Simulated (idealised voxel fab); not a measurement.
voxel capacitor over wiring: a process module
Square cells of 5 nm make up the cross-section cut, whose width is 225 nm.
Format of a cross-section: grid, square cells. Given as bands. Order: top down. Band: one or more rows of cells. Band: top and bottom heights (nm) first, top before bottom; then materials from left to right, widths in nm. "throughout" marks a sole material filling the band edge to edge. "blank" denotes empty space. Note: height 0 marks the level under which the wafer is uniformly one material as received. Lowest band unbounded below, written "from 0 down". Top row gets the first number, bottom row gets the second, and each row in between changes by the same step: that is how a band width like "30->40" works. "remained unchanged" -> step changed no cross-section cell. Voids not open to the top, 8 cells minimum: see "Voids, fully enclosed". Written width x height at distance; distance is from the left edge; nm. Note: text after step settings on the step line = simulator remark on that step. "overlay nm" answers the question of how far to the right of plan the mask lay on a step that has a mask, and when it is negative the answer is to the left.

# These are the steps we planned for the process
1) RECEIVE (material Si)
2) CONFORMAL_DEP (material SiO2; thk nm 15)
3) DIRECTIONAL_DEP (material TiN; thk nm 5)
4) DIRECTIONAL_DEP (material W; thk nm 25)
5) MASKED_ETCH (tone cover; mask id METAL_1; width nm 30; pitch nm 95; etch materials W; depth nm 25; overlay nm 0)
6) MASKED_ETCH (tone cover; mask id METAL_1; width nm 30; pitch nm 95; etch materials TiN; depth nm 5; overlay nm 0)
7) CONFORMAL_DEP (material SiN; thk nm 5)
8) FILL_DEP (material SiO2; thk nm 10)
9) CMP (height nm 45)
10) CONFORMAL_DEP (material SiCN; thk nm 5)
11) DIRECTIONAL_DEP (material lowk; thk nm 20)
12) DIRECTIONAL_DEP (material aC; thk nm 15)
13) PATTERN (tone open; mask id PLUG_1; material resist; width nm 15; thk nm 30; overlay nm 0)
14) DIRECTIONAL_ETCH (etch materials aC; depth nm 15)
15) STRIP (etch materials resist)
16) DIRECTIONAL_ETCH (etch materials lowk; depth nm 20)
17) DIRECTIONAL_ETCH (etch materials SiCN; depth nm 5)
18) STRIP (etch materials aC)
19) EPI (material Ru; thk nm 10)
20) EPI (material Ru; thk nm 10)
21) EPI (material Ru; thk nm 5)
22) DIRECTIONAL_DEP (material TiN; thk nm 10)
23) DIRECTIONAL_DEP (material SiN; thk nm 5)
24) DIRECTIONAL_DEP (material TiN; thk nm 10)
25) DIRECTIONAL_DEP (material aC; thk nm 15)
26) PATTERN (tone cover; mask id UPPER_PLATE; material resist; width nm 70; thk nm 35; overlay nm 0)
27) DIRECTIONAL_ETCH (etch materials aC; depth nm 15)
28) STRIP (etch materials resist)
29) DIRECTIONAL_ETCH (etch materials TiN; depth nm 10)
30) DIRECTIONAL_ETCH (etch materials SiN; depth nm 5)
31) STRIP (etch materials aC)
32) DIRECTIONAL_DEP (material aC; thk nm 10)
33) PATTERN (tone cover; mask id LOWER_PLATE; material resist; width nm 80; thk nm 25; overlay nm 0)
34) DIRECTIONAL_ETCH (etch materials aC; depth nm 10)
35) STRIP (etch materials resist)
36) DIRECTIONAL_ETCH (etch materials TiN; depth nm 10)
37) STRIP (etch materials aC)
38) FILL_DEP (material SiO2; thk nm 20)
39) CMP (height nm 110)
40) DIRECTIONAL_DEP (material aC; thk nm 15)
41) PATTERN (tone open; mask id PLUG_2; material resist; width nm 15; thk nm 35; overlay nm 0)
42) DIRECTIONAL_ETCH (etch materials aC; depth nm 15)
43) STRIP (etch materials resist)
44) DIRECTIONAL_ETCH (etch materials SiO2; depth nm 15)
45) STRIP (etch materials aC)
46) CONFORMAL_DEP (material TiN; thk nm 5)
47) FILL_DEP (material Ru; thk nm 10)
48) CMP (height nm 110)
49) CONFORMAL_DEP (material SiCN; thk nm 5)

# Account of the first of two wafers, which was processed as intended

# The cross-section here shows the wafer as received, i.e. in its state after step 1
* from 0 down = Si throughout
* Voids, fully enclosed: none

# Wafer after step 2 (cross-section)
* from 15 to 0 = SiO2 throughout
* At heights below 0, the structure remains unaltered.

# Wafer after step 3 (cross-section)
* from 20 to 15 = TiN throughout
* At heights below 15, the structure remains unaltered.

# Wafer after step 4 (cross-section)
* from 45 to 20 = W throughout
* At heights below 20, the structure remains unaltered.

# Wafer after step 5 (cross-section)
* from 45 to 20 = blank: 50  W: 30  blank: 65  W: 30  blank: 50
* At heights below 20, the structure remains unaltered.

# Wafer after step 6 (cross-section)
* from 45 to 20 = blank: 50  W: 30  blank: 65  W: 30  blank: 50
* from 20 to 15 = blank: 50  TiN: 30  blank: 65  TiN: 30  blank: 50
* At heights below 15, the structure remains unaltered.

# Wafer after step 7 (cross-section)
* from 50 to 45 = blank: 45  SiN: 40  blank: 55  SiN: 40  blank: 45
* from 45 to 20 = blank: 45  SiN: 5  W: 30  SiN: 5  blank: 55  SiN: 5  W: 30  SiN: 5  blank: 45
* from 20 to 15 = SiN: 50  TiN: 30  SiN: 65  TiN: 30  SiN: 50
* At heights below 15, the structure remains unaltered.

# Wafer after step 8 (cross-section)
* from 60 to 50 = SiO2 throughout
* from 50 to 45 = SiO2: 45  SiN: 40  SiO2: 55  SiN: 40  SiO2: 45
* from 45 to 20 = SiO2: 45  SiN: 5  W: 30  SiN: 5  SiO2: 55  SiN: 5  W: 30  SiN: 5  SiO2: 45
* At heights below 20, the structure remains unaltered.

# Wafer after step 9 (cross-section)
* from 45 to 20 = SiO2: 45  SiN: 5  W: 30  SiN: 5  SiO2: 55  SiN: 5  W: 30  SiN: 5  SiO2: 45
* At heights below 20, the structure remains unaltered.

# Wafer after step 10 (cross-section)
* from 50 to 45 = SiCN throughout
* At heights below 45, the structure remains unaltered.

# Wafer after step 11 (cross-section)
* from 70 to 50 = lowk throughout
* At heights below 50, the structure remains unaltered.

# Wafer after step 12 (cross-section)
* from 85 to 70 = aC throughout
* At heights below 70, the structure remains unaltered.

# Wafer after step 13 (cross-section)
* from 115 to 85 = resist: 65  blank: 15  resist: 145
* At heights below 85, the structure remains unaltered.

# Wafer after step 14 (cross-section)
* from 100 to 85 = resist: 65  blank: 15  resist: 145
* from 85 to 70 = aC: 65  blank: 15  aC: 145
* At heights below 70, the structure remains unaltered.

# Wafer after step 15 (cross-section)
* from 85 to 70 = aC: 65  blank: 15  aC: 145
* At heights below 70, the structure remains unaltered.

# Wafer after step 16 (cross-section)
* from 85 to 70 = aC: 65  blank: 15  aC: 145
* from 70 to 50 = lowk: 65  blank: 15  lowk: 145
* At heights below 50, the structure remains unaltered.

# Wafer after step 17 (cross-section)
* from 85 to 70 = aC: 65  blank: 15  aC: 145
* from 70 to 50 = lowk: 65  blank: 15  lowk: 145
* from 50 to 45 = SiCN: 65  blank: 15  SiCN: 145
* At heights below 45, the structure remains unaltered.

# Wafer after step 18 (cross-section)
* from 70 to 50 = lowk: 65  blank: 15  lowk: 145
* At heights below 50, the structure remains unaltered.

# Wafer after step 19 (cross-section)
* from 70 to 55 = lowk: 65  blank: 15  lowk: 145
* from 55 to 50 = lowk: 65  Ru: 15  lowk: 145
* from 50 to 45 = SiCN: 65  Ru: 15  SiCN: 145
* At heights below 45, the structure remains unaltered.

# Wafer after step 20 (cross-section)
* from 70 to 65 = lowk: 65  blank: 15  lowk: 145
* from 65 to 50 = lowk: 65  Ru: 15  lowk: 145
* At heights below 50, the structure remains unaltered.

# Wafer after step 21 (cross-section)
* from 70 to 50 = lowk: 65  Ru: 15  lowk: 145
* At heights below 50, the structure remains unaltered.

# Wafer after step 22 (cross-section)
* from 80 to 70 = TiN throughout
* At heights below 70, the structure remains unaltered.

# Wafer after step 23 (cross-section)
* from 85 to 80 = SiN throughout
* At heights below 80, the structure remains unaltered.

# Wafer after step 24 (cross-section)
* from 95 to 85 = TiN throughout
* At heights below 85, the structure remains unaltered.

# Wafer after step 25 (cross-section)
* from 110 to 95 = aC throughout
* At heights below 95, the structure remains unaltered.

# Wafer after step 26 (cross-section)
* from 145 to 110 = blank: 65  resist: 70  blank: 90
* At heights below 110, the structure remains unaltered.

# Wafer after step 27 (cross-section)
* from 130 to 110 = blank: 65  resist: 70  blank: 90
* from 110 to 95 = blank: 65  aC: 70  blank: 90
* At heights below 95, the structure remains unaltered.

# Wafer after step 28 (cross-section)
* from 110 to 95 = blank: 65  aC: 70  blank: 90
* At heights below 95, the structure remains unaltered.

# Wafer after step 29 (cross-section)
* from 110 to 95 = blank: 65  aC: 70  blank: 90
* from 95 to 85 = blank: 65  TiN: 70  blank: 90
* At heights below 85, the structure remains unaltered.

# Wafer after step 30 (cross-section)
* from 110 to 95 = blank: 65  aC: 70  blank: 90
* from 95 to 85 = blank: 65  TiN: 70  blank: 90
* from 85 to 80 = blank: 65  SiN: 70  blank: 90
* At heights below 80, the structure remains unaltered.

# Wafer after step 31 (cross-section)
* from 95 to 85 = blank: 65  TiN: 70  blank: 90
* At heights below 85, the structure remains unaltered.

# Wafer after step 32 (cross-section)
* from 105 to 95 = blank: 65  aC: 70  blank: 90
* from 95 to 90 = blank: 65  TiN: 70  blank: 90
* from 90 to 85 = aC: 65  TiN: 70  aC: 90
* from 85 to 80 = aC: 65  SiN: 70  aC: 90
* At heights below 80, the structure remains unaltered.

# Wafer after step 33 (cross-section)
* from 130 to 105 = blank: 60  resist: 80  blank: 85
* from 105 to 95 = blank: 60  resist: 5  aC: 70  resist: 5  blank: 85
* from 95 to 90 = blank: 60  resist: 5  TiN: 70  resist: 5  blank: 85
* At heights below 90, the structure remains unaltered.

# Wafer after step 34 (cross-section)
* from 120 to 105 = blank: 60  resist: 80  blank: 85
* from 105 to 95 = blank: 60  resist: 5  aC: 70  resist: 5  blank: 85
* from 95 to 90 = blank: 60  resist: 5  TiN: 70  resist: 5  blank: 85
* from 90 to 85 = blank: 60  aC: 5  TiN: 70  aC: 5  blank: 85
* from 85 to 80 = blank: 60  aC: 5  SiN: 70  aC: 5  blank: 85
* At heights below 80, the structure remains unaltered.

# Wafer after step 35 (cross-section)
* from 105 to 95 = blank: 65  aC: 70  blank: 90
* from 95 to 90 = blank: 65  TiN: 70  blank: 90
* At heights below 90, the structure remains unaltered.

# Wafer after step 36 (cross-section)
* from 105 to 95 = blank: 65  aC: 70  blank: 90
* from 95 to 90 = blank: 65  TiN: 70  blank: 90
* from 90 to 85 = blank: 60  aC: 5  TiN: 70  aC: 5  blank: 85
* from 85 to 80 = blank: 60  aC: 5  SiN: 70  aC: 5  blank: 85
* from 80 to 70 = blank: 60  TiN: 80  blank: 85
* At heights below 70, the structure remains unaltered.

# Wafer after step 37 (cross-section)
* from 95 to 85 = blank: 65  TiN: 70  blank: 90
* from 85 to 80 = blank: 65  SiN: 70  blank: 90
* At heights below 80, the structure remains unaltered.

# Wafer after step 38 (cross-section)
* from 115 to 95 = SiO2 throughout
* from 95 to 85 = SiO2: 65  TiN: 70  SiO2: 90
* from 85 to 80 = SiO2: 65  SiN: 70  SiO2: 90
* from 80 to 70 = SiO2: 60  TiN: 80  SiO2: 85
* At heights below 70, the structure remains unaltered.

# Wafer after step 39 (cross-section)
* from 110 to 95 = SiO2 throughout
* At heights below 95, the structure remains unaltered.

# Wafer after step 40 (cross-section)
* from 125 to 110 = aC throughout
* At heights below 110, the structure remains unaltered.

# Wafer after step 41 (cross-section)
* from 160 to 125 = resist: 75  blank: 15  resist: 135
* At heights below 125, the structure remains unaltered.

# Wafer after step 42 (cross-section)
* from 145 to 125 = resist: 75  blank: 15  resist: 135
* from 125 to 110 = aC: 75  blank: 15  aC: 135
* At heights below 110, the structure remains unaltered.

# Wafer after step 43 (cross-section)
* from 125 to 110 = aC: 75  blank: 15  aC: 135
* At heights below 110, the structure remains unaltered.

# Wafer after step 44 (cross-section)
* from 125 to 110 = aC: 75  blank: 15  aC: 135
* from 110 to 95 = SiO2: 75  blank: 15  SiO2: 135
* At heights below 95, the structure remains unaltered.

# Wafer after step 45 (cross-section)
* from 110 to 95 = SiO2: 75  blank: 15  SiO2: 135
* At heights below 95, the structure remains unaltered.

# Wafer after step 46 (cross-section)
* from 115 to 110 = TiN: 80  blank: 5  TiN: 140
* from 110 to 100 = SiO2: 75  TiN: 5  blank: 5  TiN: 5  SiO2: 135
* from 100 to 95 = SiO2: 75  TiN: 15  SiO2: 135
* At heights below 95, the structure remains unaltered.

# Wafer after step 47 (cross-section)
* from 125 to 115 = Ru throughout
* from 115 to 110 = TiN: 80  Ru: 5  TiN: 140
* from 110 to 100 = SiO2: 75  TiN: 5  Ru: 5  TiN: 5  SiO2: 135
* At heights below 100, the structure remains unaltered.

# Wafer after step 48 (cross-section)
* from 110 to 100 = SiO2: 75  TiN: 5  Ru: 5  TiN: 5  SiO2: 135
* At heights below 100, the structure remains unaltered.

# Wafer after step 49 (cross-section)
* from 115 to 110 = SiCN throughout
* At heights below 110, the structure remains unaltered.

# The remaining wafer, second of the two, started like the first and was run to the same plan, except that one mistake was made along the way; the two coincide through step 22, inclusive

Cross-section of the second wafer at the time by which step 23 should have been completed according to the plan: remained unchanged

# Cross-section of the second wafer at the time by which step 24 should have been completed according to the plan
* from 90 to 70 = TiN throughout
* At heights below 70, the structure remains unaltered.

# Cross-section of the second wafer at the time by which step 25 should have been completed according to the plan
* from 105 to 90 = aC throughout
* At heights below 90, the structure remains unaltered.

# Cross-section of the second wafer at the time by which step 26 should have been completed according to the plan
* from 140 to 105 = blank: 65  resist: 70  blank: 90
* At heights below 105, the structure remains unaltered.

# Cross-section of the second wafer at the time by which step 27 should have been completed according to the plan
* from 125 to 105 = blank: 65  resist: 70  blank: 90
* from 105 to 90 = blank: 65  aC: 70  blank: 90
* At heights below 90, the structure remains unaltered.

# Cross-section of the second wafer at the time by which step 28 should have been completed according to the plan
* from 105 to 90 = blank: 65  aC: 70  blank: 90
* At heights below 90, the structure remains unaltered.

# Cross-section of the second wafer at the time by which step 29 should have been completed according to the plan
* from 105 to 90 = blank: 65  aC: 70  blank: 90
* from 90 to 80 = blank: 65  TiN: 70  blank: 90
* At heights below 80, the structure remains unaltered.

Cross-section of the second wafer at the time by which step 30 should have been completed according to the plan: remained unchanged

# Cross-section of the second wafer at the time by which step 31 should have been completed according to the plan
* from 90 to 80 = blank: 65  TiN: 70  blank: 90
* At heights below 80, the structure remains unaltered.

# Cross-section of the second wafer at the time by which step 32 should have been completed according to the plan
* from 100 to 90 = blank: 65  aC: 70  blank: 90
* from 90 to 80 = aC: 65  TiN: 70  aC: 90
* At heights below 80, the structure remains unaltered.

# Cross-section of the second wafer at the time by which step 33 should have been completed according to the plan
* from 125 to 100 = blank: 60  resist: 80  blank: 85
* from 100 to 90 = blank: 60  resist: 5  aC: 70  resist: 5  blank: 85
* At heights below 90, the structure remains unaltered.

# Cross-section of the second wafer at the time by which step 34 should have been completed according to the plan
* from 115 to 100 = blank: 60  resist: 80  blank: 85
* from 100 to 90 = blank: 60  resist: 5  aC: 70  resist: 5  blank: 85
* from 90 to 80 = blank: 60  aC: 5  TiN: 70  aC: 5  blank: 85
* At heights below 80, the structure remains unaltered.

# Cross-section of the second wafer at the time by which step 35 should have been completed according to the plan
* from 100 to 90 = blank: 65  aC: 70  blank: 90
* At heights below 90, the structure remains unaltered.

# Cross-section of the second wafer at the time by which step 36 should have been completed according to the plan
* from 100 to 90 = blank: 65  aC: 70  blank: 90
* from 90 to 80 = blank: 60  aC: 5  TiN: 70  aC: 5  blank: 85
* from 80 to 70 = blank: 60  TiN: 80  blank: 85
* At heights below 70, the structure remains unaltered.

# Cross-section of the second wafer at the time by which step 37 should have been completed according to the plan
* from 90 to 80 = blank: 65  TiN: 70  blank: 90
* At heights below 80, the structure remains unaltered.

# Cross-section of the second wafer at the time by which step 38 should have been completed according to the plan
* from 110 to 90 = SiO2 throughout
* from 90 to 80 = SiO2: 65  TiN: 70  SiO2: 90
* from 80 to 70 = SiO2: 60  TiN: 80  SiO2: 85
* At heights below 70, the structure remains unaltered.

Cross-section of the second wafer at the time by which step 39 should have been completed according to the plan: remained unchanged

# Cross-section of the second wafer at the time by which step 40 should have been completed according to the plan
* from 125 to 110 = aC throughout
* At heights below 110, the structure remains unaltered.

# Cross-section of the second wafer at the time by which step 41 should have been completed according to the plan
* from 160 to 125 = resist: 75  blank: 15  resist: 135
* At heights below 125, the structure remains unaltered.

# Cross-section of the second wafer at the time by which step 42 should have been completed according to the plan
* from 145 to 125 = resist: 75  blank: 15  resist: 135
* from 125 to 110 = aC: 75  blank: 15  aC: 135
* At heights below 110, the structure remains unaltered.

# Cross-section of the second wafer at the time by which step 43 should have been completed according to the plan
* from 125 to 110 = aC: 75  blank: 15  aC: 135
* At heights below 110, the structure remains unaltered.

# Cross-section of the second wafer at the time by which step 44 should have been completed according to the plan
* from 125 to 110 = aC: 75  blank: 15  aC: 135
* from 110 to 95 = SiO2: 75  blank: 15  SiO2: 135
* At heights below 95, the structure remains unaltered.

# Cross-section of the second wafer at the time by which step 45 should have been completed according to the plan
* from 110 to 95 = SiO2: 75  blank: 15  SiO2: 135
* At heights below 95, the structure remains unaltered.

# Cross-section of the second wafer at the time by which step 46 should have been completed according to the plan
* from 115 to 110 = TiN: 80  blank: 5  TiN: 140
* from 110 to 100 = SiO2: 75  TiN: 5  blank: 5  TiN: 5  SiO2: 135
* from 100 to 95 = SiO2: 75  TiN: 15  SiO2: 135
* At heights below 95, the structure remains unaltered.

# Cross-section of the second wafer at the time by which step 47 should have been completed according to the plan
* from 125 to 115 = Ru throughout
* from 115 to 110 = TiN: 80  Ru: 5  TiN: 140
* from 110 to 100 = SiO2: 75  TiN: 5  Ru: 5  TiN: 5  SiO2: 135
* At heights below 100, the structure remains unaltered.

# Cross-section of the second wafer at the time by which step 48 should have been completed according to the plan
* from 110 to 100 = SiO2: 75  TiN: 5  Ru: 5  TiN: 5  SiO2: 135
* At heights below 100, the structure remains unaltered.

# Cross-section of the second wafer at the time by which step 49 should have been completed according to the plan
* from 115 to 110 = SiCN throughout
* At heights below 110, the structure remains unaltered.
Short version of what went wrong: step 23 of the plan was omitted and not executed
Count the cells at the end and the second wafer has more or fewer of some materials than the first: SiN: 14 fewer, SiO2: 14 more
